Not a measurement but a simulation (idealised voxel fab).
Process module under the name voxel spacer lines
We display cut, a cross-section 225 nm in width whose square cells are each 5 nm.
How to read a cross-section here: the picture is a grid of square cells, written as bands going from the top down, and any band can span one or more rows of cells. Band: top height; bottom height; in nm. Then, left to right: material with width in nm, for each material. "full width": a single material spanning edge to edge. "air": empty space. Convention: height 0 is the level below which the wafer, as received, is all one material. The lowest band does not terminate at the bottom but continues downward, represented as "0..down". Width spec "30..40" -> top row of cells at first value, bottom row at second value, equal per-row change in between. The designation "no modifications", where it is given for a processing step, indicates that no cell of the cross-section was altered in the course of that step. "Closed empty spaces": empty spaces of 8 cells or more with no open way to the top, each given as width x height at distance, distance from the left edge, all in nm. Heads up: the bit after the settings on a step's line is the simulator's remark on that step. If you see "overlay nm" on a step's line and that step has a mask, it's telling you how far right of where it was planned the mask ended up; a negative number means it went left instead.
Set out below are the planned steps of the process
1) op RECEIVE | material Si
2) op CONFORMAL_DEP | material Al2O3 | thk nm 10
3) op DIRECTIONAL_DEP | material TiN | thk nm 10
4) op DIRECTIONAL_DEP | material aC | thk nm 25
5) op PATTERN | tone cover | mask id MANDREL | material resist | width nm 15 | pitch nm 70 | thk nm 35 | overlay nm 0
6) op DIRECTIONAL_ETCH | etch materials aC | depth nm 25
7) op STRIP | etch materials resist
8) op CONFORMAL_DEP | material SiO2 | thk nm 10
9) op DIRECTIONAL_ETCH | etch materials SiO2 | depth nm 10
10) op STRIP | etch materials aC
11) op DIRECTIONAL_ETCH | etch materials TiN | depth nm 10
12) op STRIP | etch materials SiO2
13) op FILL_DEP | material lowk | thk nm 10
14) op CMP | height nm 20
Quick note for whoever runs this: the wafers start identical, but the width nm at step 5 isn't the same across them. The plan just shows what the first wafer had.
Received wafers, first of several: cross-section after step 1
* 0..down  Si full width
* Closed empty spaces: none
Each row below is a wafer at the end of the module, listing for every material the number of cells it has gained (+) or lost (-) since it was received, followed by its closed voids
width nm 15; +90 Al2O3; +24 TiN; +66 lowk; Closed empty spaces: none
width nm 20; +90 Al2O3; +24 TiN; +66 lowk; Closed empty spaces: none
width nm 25; +90 Al2O3; +24 TiN; +66 lowk; Closed empty spaces: none
width nm 30; +90 Al2O3; +24 TiN; +66 lowk; Closed empty spaces: none
width nm 35; +90 Al2O3; +24 TiN; +66 lowk; Closed empty spaces: none
width nm 40; +90 Al2O3; +24 TiN; +66 lowk; Closed empty spaces: none
